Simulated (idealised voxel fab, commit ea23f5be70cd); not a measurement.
process module | voxel wiring stack
cross-section cut | 245 nm wide | cells 5 nm
A cross-section is a grid of square cells, given in bands from the top down. A band is one or more rows of cells.
Each band's line starts with the height of the band's top and of its bottom, in nm. Then come its materials from left to right, each with its width in nm. One material with "throughout" fills the band from edge to edge. "air" is empty space.
Height 0 is the level under which the wafer as received is all one material. The lowest band goes on downwards, as in "0 down".
A width such as "30 to 40" changes by the same amount from each row of cells to the next, from the band's top row to its bottom row.
"no change" after a step means that no cell of the cross-section changed.
closed voids: empty space of 8 cells or more with no open way to the top, each as width x height at its distance from the left edge, in nm
after a step's settings: what the simulator itself notes on the step
overlay nm, on a step with a mask: how far to the right of its planned place the mask lay; to the left if negative
plan
1 op RECEIVE | material Si
2 op CONFORMAL_DEP | material SiO2 | thk nm 15
3 op DIRECTIONAL_DEP | material TiN | thk nm 5
4 op DIRECTIONAL_DEP | material Ru | thk nm 15
5 op MASKED_ETCH | tone cover | mask id METAL_1 | width nm 30 | pitch nm 60 | etch materials Ru | depth nm 15 | overlay nm 0
6 op MASKED_ETCH | tone cover | mask id METAL_1 | width nm 30 | pitch nm 60 | etch materials TiN | depth nm 5 | overlay nm 0
7 op CONFORMAL_DEP | material SiCN | thk nm 5
8 op FILL_DEP | material SiO2 | thk nm 5
9 op CMP | height nm 35
10 op CONFORMAL_DEP | material SiCN | thk nm 5
11 op DIRECTIONAL_DEP | material lowk | thk nm 25
12 op PATTERN | tone open | mask id METAL_2 | material resist | width nm 30 | pitch nm 60 | thk nm 20 | overlay nm 0
13 op DIRECTIONAL_ETCH | etch materials lowk | depth nm 15
14 op STRIP | etch materials resist
15 op PATTERN | tone open | mask id METAL_2_HOLES | material resist | width nm 15 | pitch nm 120 | thk nm 15 | overlay nm 0
16 op DIRECTIONAL_ETCH | etch materials lowk | depth nm 10
17 op DIRECTIONAL_ETCH | etch materials SiCN | depth nm 5
18 op STRIP | etch materials resist
19 op CONFORMAL_DEP | material TiN | thk nm 5
20 op FILL_DEP | material Cu | thk nm 5
21 op CMP | height nm 65
22 op CONFORMAL_DEP | material SiCN | thk nm 5
23 op DIRECTIONAL_DEP | material SiO2 | thk nm 30
24 op MASKED_ETCH | tone open | mask id METAL_3 | width nm 30 | pitch nm 60 | etch materials SiO2 | depth nm 15 | overlay nm 0
25 op DIRECTIONAL_DEP | material aC | thk nm 10
26 op PATTERN | tone open | mask id METAL_3_HOLES | material resist | width nm 15 | pitch nm 120 | thk nm 25 | overlay nm 0
27 op DIRECTIONAL_ETCH | etch materials aC | depth nm 10
28 op STRIP | etch materials resist
29 op DIRECTIONAL_ETCH | etch materials SiO2 | depth nm 15
30 op DIRECTIONAL_ETCH | etch materials SiCN | depth nm 5
31 op STRIP | etch materials aC
32 op CONFORMAL_DEP | material TiN | thk nm 5
33 op FILL_DEP | material Cu | thk nm 10
34 op CMP | height nm 100
35 op CONFORMAL_DEP | material SiCN | thk nm 5
36 op DIRECTIONAL_DEP | material lowk | thk nm 10
37 op MASKED_ETCH | tone open | mask id PLUG_3 | width nm 15 | pitch nm 60 | etch materials lowk | depth nm 10 | overlay nm 0
38 op MASKED_ETCH | tone open | mask id PLUG_3 | width nm 15 | pitch nm 60 | etch materials SiCN | depth nm 5 | overlay nm 0
39 op CONFORMAL_DEP | material TiN | thk nm 5
40 op FILL_DEP | material Cu | thk nm 5
41 op CMP | height nm 115
42 op CONFORMAL_DEP | material SiN | thk nm 5
43 op DIRECTIONAL_DEP | material SiO2 | thk nm 25
44 op PATTERN | tone open | mask id METAL_4 | material resist | width nm 30 | pitch nm 60 | thk nm 15 | overlay nm 0
45 op DIRECTIONAL_ETCH | etch materials SiO2 | depth nm 25
46 op DIRECTIONAL_ETCH | etch materials SiN | depth nm 5
47 op STRIP | etch materials resist
48 op CONFORMAL_DEP | material TiN | thk nm 5
49 op FILL_DEP | material W | thk nm 10
50 op CMP | height nm 145
51 op EPI | material Ru | thk nm 5
52 op FILL_DEP | material SiCN | thk nm 5
first wafer, as planned
as received, after step 1
  0 down: Si throughout
  closed voids: none
after step 2
  15 to 0: SiO2 throughout
  below 0: unchanged
after step 3
  20 to 15: TiN throughout
  below 15: unchanged
after step 4
  35 to 20: Ru throughout
  below 20: unchanged
after step 5
  35 to 20: air 45 | Ru 30 | air 30 | Ru 30 | air 30 | Ru 30 | air 50
  below 20: unchanged
after step 6
  35 to 20: air 45 | Ru 30 | air 30 | Ru 30 | air 30 | Ru 30 | air 50
  20 to 15: air 45 | TiN 30 | air 30 | TiN 30 | air 30 | TiN 30 | air 50
  below 15: unchanged
after step 7
  40 to 35: air 40 | SiCN 40 | air 20 | SiCN 40 | air 20 | SiCN 40 | air 45
  35 to 20: air 40 | SiCN 5 | Ru 30 | SiCN 5 | air 20 | SiCN 5 | Ru 30 | SiCN 5 | air 20 | SiCN 5 | Ru 30 | SiCN 5 | air 45
  20 to 15: SiCN 45 | TiN 30 | SiCN 30 | TiN 30 | SiCN 30 | TiN 30 | SiCN 50
  below 15: unchanged
after step 8
  45 to 40: SiO2 throughout
  40 to 35: SiO2 40 | SiCN 40 | SiO2 20 | SiCN 40 | SiO2 20 | SiCN 40 | SiO2 45
  35 to 20: SiO2 40 | SiCN 5 | Ru 30 | SiCN 5 | SiO2 20 | SiCN 5 | Ru 30 | SiCN 5 | SiO2 20 | SiCN 5 | Ru 30 | SiCN 5 | SiO2 45
  below 20: unchanged
after step 9
  35 to 20: SiO2 40 | SiCN 5 | Ru 30 | SiCN 5 | SiO2 20 | SiCN 5 | Ru 30 | SiCN 5 | SiO2 20 | SiCN 5 | Ru 30 | SiCN 5 | SiO2 45
  below 20: unchanged
after step 10
  40 to 35: SiCN throughout
  below 35: unchanged
after step 11
  65 to 40: lowk throughout
  below 40: unchanged
after step 12
  85 to 65: resist 45 | air 30 | resist 30 | air 30 | resist 30 | air 30 | resist 50
  below 65: unchanged
after step 13
  85 to 65: resist 45 | air 30 | resist 30 | air 30 | resist 30 | air 30 | resist 50
  65 to 50: lowk 45 | air 30 | lowk 30 | air 30 | lowk 30 | air 30 | lowk 50
  below 50: unchanged
after step 14
  65 to 50: lowk 45 | air 30 | lowk 30 | air 30 | lowk 30 | air 30 | lowk 50
  below 50: unchanged
after step 15
  80 to 65: resist 45 | air 15 | resist 105 | air 15 | resist 65
  65 to 50: lowk 45 | air 15 | resist 15 | lowk 30 | resist 30 | lowk 30 | air 15 | resist 15 | lowk 50
  below 50: unchanged
after step 16
  80 to 65: resist 45 | air 15 | resist 105 | air 15 | resist 65
  65 to 50: lowk 45 | air 15 | resist 15 | lowk 30 | resist 30 | lowk 30 | air 15 | resist 15 | lowk 50
  50 to 40: lowk 45 | air 15 | lowk 105 | air 15 | lowk 65
  below 40: unchanged
after step 17
  80 to 65: resist 45 | air 15 | resist 105 | air 15 | resist 65
  65 to 50: lowk 45 | air 15 | resist 15 | lowk 30 | resist 30 | lowk 30 | air 15 | resist 15 | lowk 50
  50 to 40: lowk 45 | air 15 | lowk 105 | air 15 | lowk 65
  40 to 35: SiCN 45 | air 15 | SiCN 105 | air 15 | SiCN 65
  below 35: unchanged
after step 18
  65 to 50: lowk 45 | air 30 | lowk 30 | air 30 | lowk 30 | air 30 | lowk 50
  below 50: unchanged
after step 19
  70 to 65: TiN 50 | air 20 | TiN 40 | air 20 | TiN 40 | air 20 | TiN 55
  65 to 55: lowk 45 | TiN 5 | air 20 | TiN 5 | lowk 30 | TiN 5 | air 20 | TiN 5 | lowk 30 | TiN 5 | air 20 | TiN 5 | lowk 50
  55 to 50: lowk 45 | TiN 5 | air 5 | TiN 20 | lowk 30 | TiN 30 | lowk 30 | TiN 5 | air 5 | TiN 20 | lowk 50
  50 to 40: lowk 45 | TiN 5 | air 5 | TiN 5 | lowk 105 | TiN 5 | air 5 | TiN 5 | lowk 65
  40 to 35: SiCN 45 | TiN 15 | SiCN 105 | TiN 15 | SiCN 65
  below 35: unchanged
after step 20
  75 to 70: Cu throughout
  70 to 65: TiN 50 | Cu 20 | TiN 40 | Cu 20 | TiN 40 | Cu 20 | TiN 55
  65 to 55: lowk 45 | TiN 5 | Cu 20 | TiN 5 | lowk 30 | TiN 5 | Cu 20 | TiN 5 | lowk 30 | TiN 5 | Cu 20 | TiN 5 | lowk 50
  55 to 50: lowk 45 | TiN 5 | Cu 5 | TiN 20 | lowk 30 | TiN 30 | lowk 30 | TiN 5 | Cu 5 | TiN 20 | lowk 50
  50 to 40: lowk 45 | TiN 5 | Cu 5 | TiN 5 | lowk 105 | TiN 5 | Cu 5 | TiN 5 | lowk 65
  below 40: unchanged
after step 21
  65 to 55: lowk 45 | TiN 5 | Cu 20 | TiN 5 | lowk 30 | TiN 5 | Cu 20 | TiN 5 | lowk 30 | TiN 5 | Cu 20 | TiN 5 | lowk 50
  below 55: unchanged
after step 22
  70 to 65: SiCN throughout
  below 65: unchanged
after step 23
  100 to 70: SiO2 throughout
  below 70: unchanged
after step 24
  100 to 85: SiO2 45 | air 30 | SiO2 30 | air 30 | SiO2 30 | air 30 | SiO2 50
  below 85: unchanged
after step 25
  110 to 100: aC 45 | air 30 | aC 30 | air 30 | aC 30 | air 30 | aC 50
  100 to 95: SiO2 45 | air 30 | SiO2 30 | air 30 | SiO2 30 | air 30 | SiO2 50
  95 to 85: SiO2 45 | aC 30 | SiO2 30 | aC 30 | SiO2 30 | aC 30 | SiO2 50
  below 85: unchanged
after step 26
  135 to 110: resist 45 | air 15 | resist 105 | air 15 | resist 65
  110 to 100: aC 45 | air 15 | resist 15 | aC 30 | resist 30 | aC 30 | air 15 | resist 15 | aC 50
  100 to 95: SiO2 45 | air 15 | resist 15 | SiO2 30 | resist 30 | SiO2 30 | air 15 | resist 15 | SiO2 50
  below 95: unchanged
after step 27
  125 to 110: resist 45 | air 15 | resist 105 | air 15 | resist 65
  110 to 100: aC 45 | air 15 | resist 15 | aC 30 | resist 30 | aC 30 | air 15 | resist 15 | aC 50
  100 to 95: SiO2 45 | air 15 | resist 15 | SiO2 30 | resist 30 | SiO2 30 | air 15 | resist 15 | SiO2 50
  95 to 85: SiO2 45 | air 15 | aC 15 | SiO2 30 | aC 30 | SiO2 30 | air 15 | aC 15 | SiO2 50
  below 85: unchanged
after step 28
  110 to 100: aC 45 | air 30 | aC 30 | air 30 | aC 30 | air 30 | aC 50
  100 to 95: SiO2 45 | air 30 | SiO2 30 | air 30 | SiO2 30 | air 30 | SiO2 50
  below 95: unchanged
after step 29
  110 to 100: aC 45 | air 30 | aC 30 | air 30 | aC 30 | air 30 | aC 50
  100 to 95: SiO2 45 | air 30 | SiO2 30 | air 30 | SiO2 30 | air 30 | SiO2 50
  95 to 85: SiO2 45 | air 15 | aC 15 | SiO2 30 | aC 30 | SiO2 30 | air 15 | aC 15 | SiO2 50
  85 to 70: SiO2 45 | air 15 | SiO2 105 | air 15 | SiO2 65
  below 70: unchanged
after step 30
  110 to 100: aC 45 | air 30 | aC 30 | air 30 | aC 30 | air 30 | aC 50
  100 to 95: SiO2 45 | air 30 | SiO2 30 | air 30 | SiO2 30 | air 30 | SiO2 50
  95 to 85: SiO2 45 | air 15 | aC 15 | SiO2 30 | aC 30 | SiO2 30 | air 15 | aC 15 | SiO2 50
  85 to 70: SiO2 45 | air 15 | SiO2 105 | air 15 | SiO2 65
  70 to 65: SiCN 45 | air 15 | SiCN 105 | air 15 | SiCN 65
  below 65: unchanged
after step 31
  100 to 85: SiO2 45 | air 30 | SiO2 30 | air 30 | SiO2 30 | air 30 | SiO2 50
  below 85: unchanged
after step 32
  105 to 100: TiN 50 | air 20 | TiN 40 | air 20 | TiN 40 | air 20 | TiN 55
  100 to 90: SiO2 45 | TiN 5 | air 20 | TiN 5 | SiO2 30 | TiN 5 | air 20 | TiN 5 | SiO2 30 | TiN 5 | air 20 | TiN 5 | SiO2 50
  90 to 85: SiO2 45 | TiN 5 | air 5 | TiN 20 | SiO2 30 | TiN 30 | SiO2 30 | TiN 5 | air 5 | TiN 20 | SiO2 50
  85 to 70: SiO2 45 | TiN 5 | air 5 | TiN 5 | SiO2 105 | TiN 5 | air 5 | TiN 5 | SiO2 65
  70 to 65: SiCN 45 | TiN 15 | SiCN 105 | TiN 15 | SiCN 65
  below 65: unchanged
after step 33
  115 to 105: Cu throughout
  105 to 100: TiN 50 | Cu 20 | TiN 40 | Cu 20 | TiN 40 | Cu 20 | TiN 55
  100 to 90: SiO2 45 | TiN 5 | Cu 20 | TiN 5 | SiO2 30 | TiN 5 | Cu 20 | TiN 5 | SiO2 30 | TiN 5 | Cu 20 | TiN 5 | SiO2 50
  90 to 85: SiO2 45 | TiN 5 | Cu 5 | TiN 20 | SiO2 30 | TiN 30 | SiO2 30 | TiN 5 | Cu 5 | TiN 20 | SiO2 50
  85 to 70: SiO2 45 | TiN 5 | Cu 5 | TiN 5 | SiO2 105 | TiN 5 | Cu 5 | TiN 5 | SiO2 65
  below 70: unchanged
after step 34
  100 to 90: SiO2 45 | TiN 5 | Cu 20 | TiN 5 | SiO2 30 | TiN 5 | Cu 20 | TiN 5 | SiO2 30 | TiN 5 | Cu 20 | TiN 5 | SiO2 50
  below 90: unchanged
after step 35
  105 to 100: SiCN throughout
  below 100: unchanged
after step 36
  115 to 105: lowk throughout
  below 105: unchanged
after step 37
  115 to 105: lowk 45 | air 15 | lowk 45 | air 15 | lowk 45 | air 15 | lowk 65
  below 105: unchanged
after step 38
  115 to 105: lowk 45 | air 15 | lowk 45 | air 15 | lowk 45 | air 15 | lowk 65
  105 to 100: SiCN 45 | air 15 | SiCN 45 | air 15 | SiCN 45 | air 15 | SiCN 65
  below 100: unchanged
after step 39
  120 to 115: TiN 50 | air 5 | TiN 55 | air 5 | TiN 55 | air 5 | TiN 70
  115 to 105: lowk 45 | TiN 5 | air 5 | TiN 5 | lowk 45 | TiN 5 | air 5 | TiN 5 | lowk 45 | TiN 5 | air 5 | TiN 5 | lowk 65
  105 to 100: SiCN 45 | TiN 15 | SiCN 45 | TiN 15 | SiCN 45 | TiN 15 | SiCN 65
  below 100: unchanged
after step 40
  125 to 120: Cu throughout
  120 to 115: TiN 50 | Cu 5 | TiN 55 | Cu 5 | TiN 55 | Cu 5 | TiN 70
  115 to 105: lowk 45 | TiN 5 | Cu 5 | TiN 5 | lowk 45 | TiN 5 | Cu 5 | TiN 5 | lowk 45 | TiN 5 | Cu 5 | TiN 5 | lowk 65
  below 105: unchanged
after step 41
  115 to 105: lowk 45 | TiN 5 | Cu 5 | TiN 5 | lowk 45 | TiN 5 | Cu 5 | TiN 5 | lowk 45 | TiN 5 | Cu 5 | TiN 5 | lowk 65
  below 105: unchanged
after step 42
  120 to 115: SiN throughout
  below 115: unchanged
after step 43
  145 to 120: SiO2 throughout
  below 120: unchanged
after step 44
  160 to 145: resist 45 | air 30 | resist 30 | air 30 | resist 30 | air 30 | resist 50
  below 145: unchanged
after step 45
  160 to 145: resist 45 | air 30 | resist 30 | air 30 | resist 30 | air 30 | resist 50
  145 to 120: SiO2 45 | air 30 | SiO2 30 | air 30 | SiO2 30 | air 30 | SiO2 50
  below 120: unchanged
after step 46
  160 to 145: resist 45 | air 30 | resist 30 | air 30 | resist 30 | air 30 | resist 50
  145 to 120: SiO2 45 | air 30 | SiO2 30 | air 30 | SiO2 30 | air 30 | SiO2 50
  120 to 115: SiN 45 | air 30 | SiN 30 | air 30 | SiN 30 | air 30 | SiN 50
  below 115: unchanged
after step 47
  145 to 120: SiO2 45 | air 30 | SiO2 30 | air 30 | SiO2 30 | air 30 | SiO2 50
  below 120: unchanged
after step 48
  150 to 145: TiN 50 | air 20 | TiN 40 | air 20 | TiN 40 | air 20 | TiN 55
  145 to 120: SiO2 45 | TiN 5 | air 20 | TiN 5 | SiO2 30 | TiN 5 | air 20 | TiN 5 | SiO2 30 | TiN 5 | air 20 | TiN 5 | SiO2 50
  120 to 115: SiN 45 | TiN 30 | SiN 30 | TiN 30 | SiN 30 | TiN 30 | SiN 50
  below 115: unchanged
after step 49
  160 to 150: W throughout
  150 to 145: TiN 50 | W 20 | TiN 40 | W 20 | TiN 40 | W 20 | TiN 55
  145 to 120: SiO2 45 | TiN 5 | W 20 | TiN 5 | SiO2 30 | TiN 5 | W 20 | TiN 5 | SiO2 30 | TiN 5 | W 20 | TiN 5 | SiO2 50
  below 120: unchanged
after step 50
  145 to 120: SiO2 45 | TiN 5 | W 20 | TiN 5 | SiO2 30 | TiN 5 | W 20 | TiN 5 | SiO2 30 | TiN 5 | W 20 | TiN 5 | SiO2 50
  below 120: unchanged
after step 51
  150 to 145: air 40 | Ru 40 | air 20 | Ru 40 | air 20 | Ru 40 | air 45
  below 145: unchanged
after step 52
  155 to 150: SiCN throughout
  150 to 145: SiCN 40 | Ru 40 | SiCN 20 | Ru 40 | SiCN 20 | Ru 40 | SiCN 45
  below 145: unchanged
second wafer: like start, like plan, one mistake. Through step 2 it matches the first wafer
when step 3 should have ended
  30 to 15: Ru throughout
  below 15: unchanged
when step 4 should have ended
  35 to 30: TiN throughout
  below 30: unchanged
when step 5 should have ended: no change
when step 6 should have ended
  35 to 30: air 45 | TiN 30 | air 30 | TiN 30 | air 30 | TiN 30 | air 50
  below 30: unchanged
when step 7 should have ended
  40 to 35: air 40 | SiCN 40 | air 20 | SiCN 40 | air 20 | SiCN 40 | air 45
  35 to 30: SiCN 45 | TiN 30 | SiCN 30 | TiN 30 | SiCN 30 | TiN 30 | SiCN 50
  below 30: unchanged
when step 8 should have ended
  45 to 40: SiO2 throughout
  40 to 35: SiO2 40 | SiCN 40 | SiO2 20 | SiCN 40 | SiO2 20 | SiCN 40 | SiO2 45
  below 35: unchanged
when step 9 should have ended
  35 to 30: SiCN 45 | TiN 30 | SiCN 30 | TiN 30 | SiCN 30 | TiN 30 | SiCN 50
  below 30: unchanged
when step 10 should have ended
  40 to 35: SiCN throughout
  below 35: unchanged
when step 11 should have ended
  65 to 40: lowk throughout
  below 40: unchanged
when step 12 should have ended
  85 to 65: resist 45 | air 30 | resist 30 | air 30 | resist 30 | air 30 | resist 50
  below 65: unchanged
when step 13 should have ended
  85 to 65: resist 45 | air 30 | resist 30 | air 30 | resist 30 | air 30 | resist 50
  65 to 50: lowk 45 | air 30 | lowk 30 | air 30 | lowk 30 | air 30 | lowk 50
  below 50: unchanged
when step 14 should have ended
  65 to 50: lowk 45 | air 30 | lowk 30 | air 30 | lowk 30 | air 30 | lowk 50
  below 50: unchanged
when step 15 should have ended
  80 to 65: resist 45 | air 15 | resist 105 | air 15 | resist 65
  65 to 50: lowk 45 | air 15 | resist 15 | lowk 30 | resist 30 | lowk 30 | air 15 | resist 15 | lowk 50
  below 50: unchanged
when step 16 should have ended
  80 to 65: resist 45 | air 15 | resist 105 | air 15 | resist 65
  65 to 50: lowk 45 | air 15 | resist 15 | lowk 30 | resist 30 | lowk 30 | air 15 | resist 15 | lowk 50
  50 to 40: lowk 45 | air 15 | lowk 105 | air 15 | lowk 65
  below 40: unchanged
when step 17 should have ended
  80 to 65: resist 45 | air 15 | resist 105 | air 15 | resist 65
  65 to 50: lowk 45 | air 15 | resist 15 | lowk 30 | resist 30 | lowk 30 | air 15 | resist 15 | lowk 50
  50 to 40: lowk 45 | air 15 | lowk 105 | air 15 | lowk 65
  40 to 35: SiCN 45 | air 15 | SiCN 105 | air 15 | SiCN 65
  below 35: unchanged
when step 18 should have ended
  65 to 50: lowk 45 | air 30 | lowk 30 | air 30 | lowk 30 | air 30 | lowk 50
  below 50: unchanged
when step 19 should have ended
  70 to 65: TiN 50 | air 20 | TiN 40 | air 20 | TiN 40 | air 20 | TiN 55
  65 to 55: lowk 45 | TiN 5 | air 20 | TiN 5 | lowk 30 | TiN 5 | air 20 | TiN 5 | lowk 30 | TiN 5 | air 20 | TiN 5 | lowk 50
  55 to 50: lowk 45 | TiN 5 | air 5 | TiN 20 | lowk 30 | TiN 30 | lowk 30 | TiN 5 | air 5 | TiN 20 | lowk 50
  50 to 40: lowk 45 | TiN 5 | air 5 | TiN 5 | lowk 105 | TiN 5 | air 5 | TiN 5 | lowk 65
  40 to 35: SiCN 45 | TiN 15 | SiCN 105 | TiN 15 | SiCN 65
  below 35: unchanged
when step 20 should have ended
  75 to 70: Cu throughout
  70 to 65: TiN 50 | Cu 20 | TiN 40 | Cu 20 | TiN 40 | Cu 20 | TiN 55
  65 to 55: lowk 45 | TiN 5 | Cu 20 | TiN 5 | lowk 30 | TiN 5 | Cu 20 | TiN 5 | lowk 30 | TiN 5 | Cu 20 | TiN 5 | lowk 50
  55 to 50: lowk 45 | TiN 5 | Cu 5 | TiN 20 | lowk 30 | TiN 30 | lowk 30 | TiN 5 | Cu 5 | TiN 20 | lowk 50
  50 to 40: lowk 45 | TiN 5 | Cu 5 | TiN 5 | lowk 105 | TiN 5 | Cu 5 | TiN 5 | lowk 65
  below 40: unchanged
when step 21 should have ended
  65 to 55: lowk 45 | TiN 5 | Cu 20 | TiN 5 | lowk 30 | TiN 5 | Cu 20 | TiN 5 | lowk 30 | TiN 5 | Cu 20 | TiN 5 | lowk 50
  below 55: unchanged
when step 22 should have ended
  70 to 65: SiCN throughout
  below 65: unchanged
when step 23 should have ended
  100 to 70: SiO2 throughout
  below 70: unchanged
when step 24 should have ended
  100 to 85: SiO2 45 | air 30 | SiO2 30 | air 30 | SiO2 30 | air 30 | SiO2 50
  below 85: unchanged
when step 25 should have ended
  110 to 100: aC 45 | air 30 | aC 30 | air 30 | aC 30 | air 30 | aC 50
  100 to 95: SiO2 45 | air 30 | SiO2 30 | air 30 | SiO2 30 | air 30 | SiO2 50
  95 to 85: SiO2 45 | aC 30 | SiO2 30 | aC 30 | SiO2 30 | aC 30 | SiO2 50
  below 85: unchanged
when step 26 should have ended
  135 to 110: resist 45 | air 15 | resist 105 | air 15 | resist 65
  110 to 100: aC 45 | air 15 | resist 15 | aC 30 | resist 30 | aC 30 | air 15 | resist 15 | aC 50
  100 to 95: SiO2 45 | air 15 | resist 15 | SiO2 30 | resist 30 | SiO2 30 | air 15 | resist 15 | SiO2 50
  below 95: unchanged
when step 27 should have ended
  125 to 110: resist 45 | air 15 | resist 105 | air 15 | resist 65
  110 to 100: aC 45 | air 15 | resist 15 | aC 30 | resist 30 | aC 30 | air 15 | resist 15 | aC 50
  100 to 95: SiO2 45 | air 15 | resist 15 | SiO2 30 | resist 30 | SiO2 30 | air 15 | resist 15 | SiO2 50
  95 to 85: SiO2 45 | air 15 | aC 15 | SiO2 30 | aC 30 | SiO2 30 | air 15 | aC 15 | SiO2 50
  below 85: unchanged
when step 28 should have ended
  110 to 100: aC 45 | air 30 | aC 30 | air 30 | aC 30 | air 30 | aC 50
  100 to 95: SiO2 45 | air 30 | SiO2 30 | air 30 | SiO2 30 | air 30 | SiO2 50
  below 95: unchanged
when step 29 should have ended
  110 to 100: aC 45 | air 30 | aC 30 | air 30 | aC 30 | air 30 | aC 50
  100 to 95: SiO2 45 | air 30 | SiO2 30 | air 30 | SiO2 30 | air 30 | SiO2 50
  95 to 85: SiO2 45 | air 15 | aC 15 | SiO2 30 | aC 30 | SiO2 30 | air 15 | aC 15 | SiO2 50
  85 to 70: SiO2 45 | air 15 | SiO2 105 | air 15 | SiO2 65
  below 70: unchanged
when step 30 should have ended
  110 to 100: aC 45 | air 30 | aC 30 | air 30 | aC 30 | air 30 | aC 50
  100 to 95: SiO2 45 | air 30 | SiO2 30 | air 30 | SiO2 30 | air 30 | SiO2 50
  95 to 85: SiO2 45 | air 15 | aC 15 | SiO2 30 | aC 30 | SiO2 30 | air 15 | aC 15 | SiO2 50
  85 to 70: SiO2 45 | air 15 | SiO2 105 | air 15 | SiO2 65
  70 to 65: SiCN 45 | air 15 | SiCN 105 | air 15 | SiCN 65
  below 65: unchanged
when step 31 should have ended
  100 to 85: SiO2 45 | air 30 | SiO2 30 | air 30 | SiO2 30 | air 30 | SiO2 50
  below 85: unchanged
when step 32 should have ended
  105 to 100: TiN 50 | air 20 | TiN 40 | air 20 | TiN 40 | air 20 | TiN 55
  100 to 90: SiO2 45 | TiN 5 | air 20 | TiN 5 | SiO2 30 | TiN 5 | air 20 | TiN 5 | SiO2 30 | TiN 5 | air 20 | TiN 5 | SiO2 50
  90 to 85: SiO2 45 | TiN 5 | air 5 | TiN 20 | SiO2 30 | TiN 30 | SiO2 30 | TiN 5 | air 5 | TiN 20 | SiO2 50
  85 to 70: SiO2 45 | TiN 5 | air 5 | TiN 5 | SiO2 105 | TiN 5 | air 5 | TiN 5 | SiO2 65
  70 to 65: SiCN 45 | TiN 15 | SiCN 105 | TiN 15 | SiCN 65
  below 65: unchanged
when step 33 should have ended
  115 to 105: Cu throughout
  105 to 100: TiN 50 | Cu 20 | TiN 40 | Cu 20 | TiN 40 | Cu 20 | TiN 55
  100 to 90: SiO2 45 | TiN 5 | Cu 20 | TiN 5 | SiO2 30 | TiN 5 | Cu 20 | TiN 5 | SiO2 30 | TiN 5 | Cu 20 | TiN 5 | SiO2 50
  90 to 85: SiO2 45 | TiN 5 | Cu 5 | TiN 20 | SiO2 30 | TiN 30 | SiO2 30 | TiN 5 | Cu 5 | TiN 20 | SiO2 50
  85 to 70: SiO2 45 | TiN 5 | Cu 5 | TiN 5 | SiO2 105 | TiN 5 | Cu 5 | TiN 5 | SiO2 65
  below 70: unchanged
when step 34 should have ended
  100 to 90: SiO2 45 | TiN 5 | Cu 20 | TiN 5 | SiO2 30 | TiN 5 | Cu 20 | TiN 5 | SiO2 30 | TiN 5 | Cu 20 | TiN 5 | SiO2 50
  below 90: unchanged
when step 35 should have ended
  105 to 100: SiCN throughout
  below 100: unchanged
when step 36 should have ended
  115 to 105: lowk throughout
  below 105: unchanged
when step 37 should have ended
  115 to 105: lowk 45 | air 15 | lowk 45 | air 15 | lowk 45 | air 15 | lowk 65
  below 105: unchanged
when step 38 should have ended
  115 to 105: lowk 45 | air 15 | lowk 45 | air 15 | lowk 45 | air 15 | lowk 65
  105 to 100: SiCN 45 | air 15 | SiCN 45 | air 15 | SiCN 45 | air 15 | SiCN 65
  below 100: unchanged
when step 39 should have ended
  120 to 115: TiN 50 | air 5 | TiN 55 | air 5 | TiN 55 | air 5 | TiN 70
  115 to 105: lowk 45 | TiN 5 | air 5 | TiN 5 | lowk 45 | TiN 5 | air 5 | TiN 5 | lowk 45 | TiN 5 | air 5 | TiN 5 | lowk 65
  105 to 100: SiCN 45 | TiN 15 | SiCN 45 | TiN 15 | SiCN 45 | TiN 15 | SiCN 65
  below 100: unchanged
when step 40 should have ended
  125 to 120: Cu throughout
  120 to 115: TiN 50 | Cu 5 | TiN 55 | Cu 5 | TiN 55 | Cu 5 | TiN 70
  115 to 105: lowk 45 | TiN 5 | Cu 5 | TiN 5 | lowk 45 | TiN 5 | Cu 5 | TiN 5 | lowk 45 | TiN 5 | Cu 5 | TiN 5 | lowk 65
  below 105: unchanged
when step 41 should have ended
  115 to 105: lowk 45 | TiN 5 | Cu 5 | TiN 5 | lowk 45 | TiN 5 | Cu 5 | TiN 5 | lowk 45 | TiN 5 | Cu 5 | TiN 5 | lowk 65
  below 105: unchanged
when step 42 should have ended
  120 to 115: SiN throughout
  below 115: unchanged
when step 43 should have ended
  145 to 120: SiO2 throughout
  below 120: unchanged
when step 44 should have ended
  160 to 145: resist 45 | air 30 | resist 30 | air 30 | resist 30 | air 30 | resist 50
  below 145: unchanged
when step 45 should have ended
  160 to 145: resist 45 | air 30 | resist 30 | air 30 | resist 30 | air 30 | resist 50
  145 to 120: SiO2 45 | air 30 | SiO2 30 | air 30 | SiO2 30 | air 30 | SiO2 50
  below 120: unchanged
when step 46 should have ended
  160 to 145: resist 45 | air 30 | resist 30 | air 30 | resist 30 | air 30 | resist 50
  145 to 120: SiO2 45 | air 30 | SiO2 30 | air 30 | SiO2 30 | air 30 | SiO2 50
  120 to 115: SiN 45 | air 30 | SiN 30 | air 30 | SiN 30 | air 30 | SiN 50
  below 115: unchanged
when step 47 should have ended
  145 to 120: SiO2 45 | air 30 | SiO2 30 | air 30 | SiO2 30 | air 30 | SiO2 50
  below 120: unchanged
when step 48 should have ended
  150 to 145: TiN 50 | air 20 | TiN 40 | air 20 | TiN 40 | air 20 | TiN 55
  145 to 120: SiO2 45 | TiN 5 | air 20 | TiN 5 | SiO2 30 | TiN 5 | air 20 | TiN 5 | SiO2 30 | TiN 5 | air 20 | TiN 5 | SiO2 50
  120 to 115: SiN 45 | TiN 30 | SiN 30 | TiN 30 | SiN 30 | TiN 30 | SiN 50
  below 115: unchanged
when step 49 should have ended
  160 to 150: W throughout
  150 to 145: TiN 50 | W 20 | TiN 40 | W 20 | TiN 40 | W 20 | TiN 55
  145 to 120: SiO2 45 | TiN 5 | W 20 | TiN 5 | SiO2 30 | TiN 5 | W 20 | TiN 5 | SiO2 30 | TiN 5 | W 20 | TiN 5 | SiO2 50
  below 120: unchanged
when step 50 should have ended
  145 to 120: SiO2 45 | TiN 5 | W 20 | TiN 5 | SiO2 30 | TiN 5 | W 20 | TiN 5 | SiO2 30 | TiN 5 | W 20 | TiN 5 | SiO2 50
  below 120: unchanged
when step 51 should have ended
  150 to 145: air 40 | Ru 40 | air 20 | Ru 40 | air 20 | Ru 40 | air 45
  below 145: unchanged
when step 52 should have ended
  155 to 150: SiCN throughout
  150 to 145: SiCN 40 | Ru 40 | SiCN 20 | Ru 40 | SiCN 20 | Ru 40 | SiCN 45
  below 145: unchanged
what went wrong: steps 3 and 4 were swapped
at the end the second wafer has, in cells: 93 more of Ru | 18 fewer of SiCN | 75 fewer of SiO2
